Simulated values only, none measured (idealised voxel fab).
This is a process module. Its name is voxel gate over fins.
Section cut is 220 nm wide and gridded with 5 nm square cells.
Cross-section, as written here: a square-cell grid given band by band from the top down, where a band holds one or more rows of cells.
Basically the band line says how high the top is and how high the bottom is, in nm, and then what's in it from left to right, every material with its width in nm. Empty space shows up as "empty", and if a single material carries "edge to edge" it runs the full band edge to edge.
Height reference: 0 = level under which incoming wafer is all one material. Lowest band: no bottom, runs on downward, e.g. "0 down".
A two-number width, for instance "30..40", indicates that the width is equal to the first number in the top row of the band and to the second number in the bottom row, and that it changes by a constant amount per row of cells.
Where a step carries "changes: none", the cross-section came out of it unchanged, cell for cell.
Reported under the label "Unvented voids" are the empty spaces having no open way to the top and comprising 8 cells or more; the notation for each is width x height at distance, in which the distance is measured from the left edge and all three values are in nm.
Text after the settings on a step's line: the simulator's own remark on that step.
If you see "overlay nm" on a step's line and that step has a mask, it's telling you how far right of where it was planned the mask ended up; a negative number means it went left instead.

## Process steps (planned)
1 RECEIVE with material Si
2 CONFORMAL_DEP with material SiN, thk nm 5
3 DIRECTIONAL_DEP with material aC, thk nm 10
4 PATTERN with tone cover, mask id FINS, material resist, width nm 15, pitch nm 40, thk nm 25, overlay nm 0
5 DIRECTIONAL_ETCH with etch materials aC, depth nm 10
6 STRIP with etch materials resist
7 DIRECTIONAL_ETCH with etch materials SiN, depth nm 5
8 DIRECTIONAL_ETCH with etch materials Si, depth nm 30
9 STRIP with etch materials aC
10 FILL_DEP with material SiO2, thk nm 10
11 CMP with height nm 5
12 SELECTIVE_ETCH with etch materials SiO2, depth nm 20
13 STRIP with etch materials SiN
14 CONFORMAL_DEP with material HfO2, thk nm 5
15 CONFORMAL_DEP with material TiN, thk nm 5
16 FILL_DEP with material W, thk nm 15
17 CMP with height nm 20
18 CONFORMAL_DEP with material SiN, thk nm 5

## Account of the first of two wafers, which was processed as intended

## Cross-section of the wafer as it came to us, i.e., already through step 1
0 down: Si edge to edge
Unvented voids: none

## Presented here is a cross-section of the wafer after step 2 has been performed
5 to 0: SiN edge to edge
Whatever lies below 0 is exactly as it was before.

## Presented here is a cross-section of the wafer after step 3 has been performed
15 to 5: aC edge to edge
Whatever lies below 5 is exactly as it was before.

## Presented here is a cross-section of the wafer after step 4 has been performed
40 to 15: empty: 80; resist: 15; empty: 25; resist: 15; empty: 85
Whatever lies below 15 is exactly as it was before.

## Presented here is a cross-section of the wafer after step 5 has been performed
30 to 15: empty: 80; resist: 15; empty: 25; resist: 15; empty: 85
15 to 5: empty: 80; aC: 15; empty: 25; aC: 15; empty: 85
Whatever lies below 5 is exactly as it was before.

## Presented here is a cross-section of the wafer after step 6 has been performed
15 to 5: empty: 80; aC: 15; empty: 25; aC: 15; empty: 85
Whatever lies below 5 is exactly as it was before.

## Presented here is a cross-section of the wafer after step 7 has been performed
15 to 5: empty: 80; aC: 15; empty: 25; aC: 15; empty: 85
5 to 0: empty: 80; SiN: 15; empty: 25; SiN: 15; empty: 85
Whatever lies below 0 is exactly as it was before.

## Presented here is a cross-section of the wafer after step 8 has been performed
15 to 5: empty: 80; aC: 15; empty: 25; aC: 15; empty: 85
5 to 0: empty: 80; SiN: 15; empty: 25; SiN: 15; empty: 85
0 to -30: empty: 80; Si: 15; empty: 25; Si: 15; empty: 85
Whatever lies below -30 is exactly as it was before.

## Presented here is a cross-section of the wafer after step 9 has been performed
5 to 0: empty: 80; SiN: 15; empty: 25; SiN: 15; empty: 85
Whatever lies below 0 is exactly as it was before.

## Presented here is a cross-section of the wafer after step 10 has been performed
15 to 5: SiO2 edge to edge
5 to 0: SiO2: 80; SiN: 15; SiO2: 25; SiN: 15; SiO2: 85
0 to -30: SiO2: 80; Si: 15; SiO2: 25; Si: 15; SiO2: 85
Whatever lies below -30 is exactly as it was before.

## Presented here is a cross-section of the wafer after step 11 has been performed
5 to 0: SiO2: 80; SiN: 15; SiO2: 25; SiN: 15; SiO2: 85
Whatever lies below 0 is exactly as it was before.

## Presented here is a cross-section of the wafer after step 12 has been performed
5 to 0: empty: 80; SiN: 15; empty: 25; SiN: 15; empty: 85
0 to -15: empty: 80; Si: 15; empty: 25; Si: 15; empty: 85
Whatever lies below -15 is exactly as it was before.

## Presented here is a cross-section of the wafer after step 13 has been performed
0 to -15: empty: 80; Si: 15; empty: 25; Si: 15; empty: 85
Whatever lies below -15 is exactly as it was before.

## Presented here is a cross-section of the wafer after step 14 has been performed
5 to 0: empty: 75; HfO2: 25; empty: 15; HfO2: 25; empty: 80
0 to -10: empty: 75; HfO2: 5; Si: 15; HfO2: 5; empty: 15; HfO2: 5; Si: 15; HfO2: 5; empty: 80
-10 to -15: HfO2: 80; Si: 15; HfO2: 25; Si: 15; HfO2: 85
Whatever lies below -15 is exactly as it was before.

## Presented here is a cross-section of the wafer after step 15 has been performed
10 to 5: empty: 70; TiN: 35; empty: 5; TiN: 35; empty: 75
5 to 0: empty: 70; TiN: 5; HfO2: 25; TiN: 5; empty: 5; TiN: 5; HfO2: 25; TiN: 5; empty: 75
0 to -5: empty: 70; TiN: 5; HfO2: 5; Si: 15; HfO2: 5; TiN: 5; empty: 5; TiN: 5; HfO2: 5; Si: 15; HfO2: 5; TiN: 5; empty: 75
-5 to -10: TiN: 75; HfO2: 5; Si: 15; HfO2: 5; TiN: 15; HfO2: 5; Si: 15; HfO2: 5; TiN: 80
Whatever lies below -10 is exactly as it was before.

## Presented here is a cross-section of the wafer after step 16 has been performed
25 to 10: W edge to edge
10 to 5: W: 70; TiN: 35; W: 5; TiN: 35; W: 75
5 to 0: W: 70; TiN: 5; HfO2: 25; TiN: 5; W: 5; TiN: 5; HfO2: 25; TiN: 5; W: 75
0 to -5: W: 70; TiN: 5; HfO2: 5; Si: 15; HfO2: 5; TiN: 5; W: 5; TiN: 5; HfO2: 5; Si: 15; HfO2: 5; TiN: 5; W: 75
Whatever lies below -5 is exactly as it was before.

## Presented here is a cross-section of the wafer after step 17 has been performed
20 to 10: W edge to edge
Whatever lies below 10 is exactly as it was before.

## Presented here is a cross-section of the wafer after step 18 has been performed
25 to 20: SiN edge to edge
Whatever lies below 20 is exactly as it was before.

## Regarding the second of the two wafers: it shared the first wafer's starting condition and process plan, yet one error occurred during its execution. Its history coincides with that of the first wafer up to and including step 3

## Cross-section: second wafer, time at which step 4 was scheduled to end
40 to 15: empty: 70; resist: 15; empty: 25; resist: 15; empty: 95
Whatever lies below 15 is exactly as it was before.

## Cross-section: second wafer, time at which step 5 was scheduled to end
30 to 15: empty: 70; resist: 15; empty: 25; resist: 15; empty: 95
15 to 5: empty: 70; aC: 15; empty: 25; aC: 15; empty: 95
Whatever lies below 5 is exactly as it was before.

## Cross-section: second wafer, time at which step 6 was scheduled to end
15 to 5: empty: 70; aC: 15; empty: 25; aC: 15; empty: 95
Whatever lies below 5 is exactly as it was before.

## Cross-section: second wafer, time at which step 7 was scheduled to end
15 to 5: empty: 70; aC: 15; empty: 25; aC: 15; empty: 95
5 to 0: empty: 70; SiN: 15; empty: 25; SiN: 15; empty: 95
Whatever lies below 0 is exactly as it was before.

## Cross-section: second wafer, time at which step 8 was scheduled to end
15 to 5: empty: 70; aC: 15; empty: 25; aC: 15; empty: 95
5 to 0: empty: 70; SiN: 15; empty: 25; SiN: 15; empty: 95
0 to -30: empty: 70; Si: 15; empty: 25; Si: 15; empty: 95
Whatever lies below -30 is exactly as it was before.

## Cross-section: second wafer, time at which step 9 was scheduled to end
5 to 0: empty: 70; SiN: 15; empty: 25; SiN: 15; empty: 95
Whatever lies below 0 is exactly as it was before.

## Cross-section: second wafer, time at which step 10 was scheduled to end
15 to 5: SiO2 edge to edge
5 to 0: SiO2: 70; SiN: 15; SiO2: 25; SiN: 15; SiO2: 95
0 to -30: SiO2: 70; Si: 15; SiO2: 25; Si: 15; SiO2: 95
Whatever lies below -30 is exactly as it was before.

## Cross-section: second wafer, time at which step 11 was scheduled to end
5 to 0: SiO2: 70; SiN: 15; SiO2: 25; SiN: 15; SiO2: 95
Whatever lies below 0 is exactly as it was before.

## Cross-section: second wafer, time at which step 12 was scheduled to end
5 to 0: empty: 70; SiN: 15; empty: 25; SiN: 15; empty: 95
0 to -15: empty: 70; Si: 15; empty: 25; Si: 15; empty: 95
Whatever lies below -15 is exactly as it was before.

## Cross-section: second wafer, time at which step 13 was scheduled to end
0 to -15: empty: 70; Si: 15; empty: 25; Si: 15; empty: 95
Whatever lies below -15 is exactly as it was before.

## Cross-section: second wafer, time at which step 14 was scheduled to end
5 to 0: empty: 65; HfO2: 25; empty: 15; HfO2: 25; empty: 90
0 to -10: empty: 65; HfO2: 5; Si: 15; HfO2: 5; empty: 15; HfO2: 5; Si: 15; HfO2: 5; empty: 90
-10 to -15: HfO2: 70; Si: 15; HfO2: 25; Si: 15; HfO2: 95
Whatever lies below -15 is exactly as it was before.

## Cross-section: second wafer, time at which step 15 was scheduled to end
10 to 5: empty: 60; TiN: 35; empty: 5; TiN: 35; empty: 85
5 to 0: empty: 60; TiN: 5; HfO2: 25; TiN: 5; empty: 5; TiN: 5; HfO2: 25; TiN: 5; empty: 85
0 to -5: empty: 60; TiN: 5; HfO2: 5; Si: 15; HfO2: 5; TiN: 5; empty: 5; TiN: 5; HfO2: 5; Si: 15; HfO2: 5; TiN: 5; empty: 85
-5 to -10: TiN: 65; HfO2: 5; Si: 15; HfO2: 5; TiN: 15; HfO2: 5; Si: 15; HfO2: 5; TiN: 90
Whatever lies below -10 is exactly as it was before.

## Cross-section: second wafer, time at which step 16 was scheduled to end
25 to 10: W edge to edge
10 to 5: W: 60; TiN: 35; W: 5; TiN: 35; W: 85
5 to 0: W: 60; TiN: 5; HfO2: 25; TiN: 5; W: 5; TiN: 5; HfO2: 25; TiN: 5; W: 85
0 to -5: W: 60; TiN: 5; HfO2: 5; Si: 15; HfO2: 5; TiN: 5; W: 5; TiN: 5; HfO2: 5; Si: 15; HfO2: 5; TiN: 5; W: 85
Whatever lies below -5 is exactly as it was before.

## Cross-section: second wafer, time at which step 17 was scheduled to end
20 to 10: W edge to edge
Whatever lies below 10 is exactly as it was before.

## Cross-section: second wafer, time at which step 18 was scheduled to end
25 to 20: SiN edge to edge
Whatever lies below 20 is exactly as it was before.
Heads up, the wafer didn't run the way we planned it: step 4: run off-plan, actual operation and settings PATTERN with tone cover, mask id FINS, material resist, width nm 15, pitch nm 40, thk nm 25, overlay nm -10
Final wafers compared: equal cell tally per material, rearranged layout.
